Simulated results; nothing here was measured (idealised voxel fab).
Documented hereafter: the process module known as voxel wiring stack.
It is cross-section cut that appears here, measuring 250 nm in width, its square cells being 5 nm in size.
Cross-section layout: square cells on a grid; listed as bands, top to bottom; a band spans one or more cell rows.
The entry gives the band's vertical extent as a top height and a bottom height in nm, then its horizontal make-up as materials from left to right, each with a width in nm. "blank" stands for empty space; a single material marked "everywhere" fills the band edge to edge.
Measure heights from 0. That's the level where, below it, the as-received wafer is all one material. The lowest band is bottomless and extends downward; write it as in "0 -> down".
A width given as "30->40" starts at the first number in the band's top row and ends at the second number in its bottom row, shifting by an equal amount at every step from row to row.
A step reported as "everything unchanged" is a step in which no cell of the cross-section changed.
If an empty space has no open way to the top and is at least 8 cells in size, "Sealed voids" lists it, written width x height at distance, where distance is measured from the left edge and every value is in nm.
Where a step's line continues beyond its settings, the continuation is a remark by the simulator itself on that step.
overlay nm: how far to the right of its planned place the mask lay on this masked step (negative: to the left).
Set out below are the planned steps of the process:
| 1 | RECEIVE | material Si |
| 2 | CONFORMAL_DEP | material SiO2 | thk nm 10 |
| 3 | DIRECTIONAL_DEP | material TiN | thk nm 5 |
| 4 | DIRECTIONAL_DEP | material W | thk nm 15 |
| 5 | DIRECTIONAL_DEP | material aC | thk nm 10 |
| 6 | PATTERN | tone cover | mask id METAL_1 | material resist | width nm 30 | pitch nm 50 | thk nm 25 | overlay nm 0 |
| 7 | DIRECTIONAL_ETCH | etch materials aC | depth nm 10 |
| 8 | STRIP | etch materials resist |
| 9 | DIRECTIONAL_ETCH | etch materials W | depth nm 15 |
| 10 | DIRECTIONAL_ETCH | etch materials TiN | depth nm 5 |
| 11 | STRIP | etch materials aC |
| 12 | FILL_DEP | material lowk | thk nm 5 |
| 13 | CMP | height nm 30 |
| 14 | CONFORMAL_DEP | material SiCN | thk nm 5 |
| 15 | DIRECTIONAL_DEP | material lowk | thk nm 25 |
| 16 | DIRECTIONAL_DEP | material aC | thk nm 10 |
| 17 | PATTERN | tone open | mask id METAL_2 | material resist | width nm 30 | pitch nm 50 | thk nm 25 | overlay nm 0 |
| 18 | DIRECTIONAL_ETCH | etch materials aC | depth nm 10 |
| 19 | STRIP | etch materials resist |
| 20 | DIRECTIONAL_ETCH | etch materials lowk | depth nm 15 |
| 21 | STRIP | etch materials aC |
| 22 | MASKED_ETCH | tone open | mask id METAL_2_HOLES | width nm 15 | pitch nm 50 | etch materials lowk | depth nm 10 | overlay nm 0 |
| 23 | MASKED_ETCH | tone open | mask id METAL_2_HOLES | width nm 15 | pitch nm 50 | etch materials SiCN | depth nm 5 | overlay nm 0 |
| 24 | CONFORMAL_DEP | material TiN | thk nm 5 |
| 25 | FILL_DEP | material Cu | thk nm 10 |
| 26 | CMP | height nm 60 |
| 27 | CONFORMAL_DEP | material SiCN | thk nm 5 |
| 28 | DIRECTIONAL_DEP | material SiO2 | thk nm 15 |
| 29 | PATTERN | tone open | mask id PLUG_2 | material resist | width nm 15 | pitch nm 50 | thk nm 15 | overlay nm 0 |
| 30 | DIRECTIONAL_ETCH | etch materials SiO2 | depth nm 15 |
| 31 | DIRECTIONAL_ETCH | etch materials SiCN | depth nm 5 |
| 32 | STRIP | etch materials resist |
| 33 | EPI | material Ru | thk nm 10 |
| 34 | EPI | material Ru | thk nm 10 |
| 35 | DIRECTIONAL_DEP | material TiN | thk nm 5 |
| 36 | DIRECTIONAL_DEP | material Ru | thk nm 25 |
| 37 | MASKED_ETCH | tone cover | mask id METAL_3 | width nm 30 | pitch nm 50 | etch materials Ru | depth nm 25 | overlay nm 0 |
| 38 | MASKED_ETCH | tone cover | mask id METAL_3 | width nm 30 | pitch nm 50 | etch materials TiN | depth nm 5 | overlay nm 0 |
| 39 | CONFORMAL_DEP | material SiCN | thk nm 5 |
| 40 | FILL_DEP | material lowk | thk nm 5 |
| 41 | CMP | height nm 110 |
| 42 | CONFORMAL_DEP | material SiCN | thk nm 5 |
Delivered wafer in cross-section: state after step 1:
* 0 -> down = Si everywhere
* Sealed voids: none
Here's the wafer cut in cross-section after the module, started and planned just like above, except one thing was done wrong in the run:
* 115 -> 110 = SiCN everywhere
* 110 -> 90 = lowk 55  SiCN 5  Ru 30  SiCN 5  lowk 10  SiCN 5  Ru 30  SiCN 5  lowk 10  SiCN 5  Ru 30  SiCN 5  lowk 55
* 90 -> 85 = SiCN 60  TiN 30  SiCN 20  TiN 30  SiCN 20  TiN 30  SiCN 60
* 85 -> 70 = SiO2 60  Ru 15  SiO2 35  Ru 15  SiO2 35  Ru 15  SiO2 75
* 70 -> 65 = SiCN 60  Ru 15  SiCN 35  Ru 15  SiCN 35  Ru 15  SiCN 75
* 65 -> 60 = TiN 65  Cu 20  TiN 30  Cu 20  TiN 30  Cu 20  TiN 65
* 60 -> 50 = lowk 60  TiN 5  Cu 20  TiN 5  lowk 20  TiN 5  Cu 20  TiN 5  lowk 20  TiN 5  Cu 20  TiN 5  lowk 60
* 50 -> 45 = lowk 60  TiN 5  Cu 5  TiN 20  lowk 20  TiN 5  Cu 5  TiN 20  lowk 20  TiN 5  Cu 5  TiN 20  lowk 60
* 45 -> 35 = lowk 60  TiN 5  Cu 5  TiN 5  lowk 35  TiN 5  Cu 5  TiN 5  lowk 35  TiN 5  Cu 5  TiN 5  lowk 75
* 35 -> 30 = SiCN 60  TiN 15  SiCN 35  TiN 15  SiCN 35  TiN 15  SiCN 75
* 30 -> 15 = lowk 60  W 30  lowk 20  W 30  lowk 20  W 30  lowk 60
* 15 -> 10 = lowk 60  TiN 30  lowk 20  TiN 30  lowk 20  TiN 30  lowk 60
* 10 -> 0 = SiO2 everywhere
* 0 -> down = Si everywhere
* Sealed voids: none
The plan and the run diverged here: step 26 was not run as planned; what actually ran was CMP | height nm 65
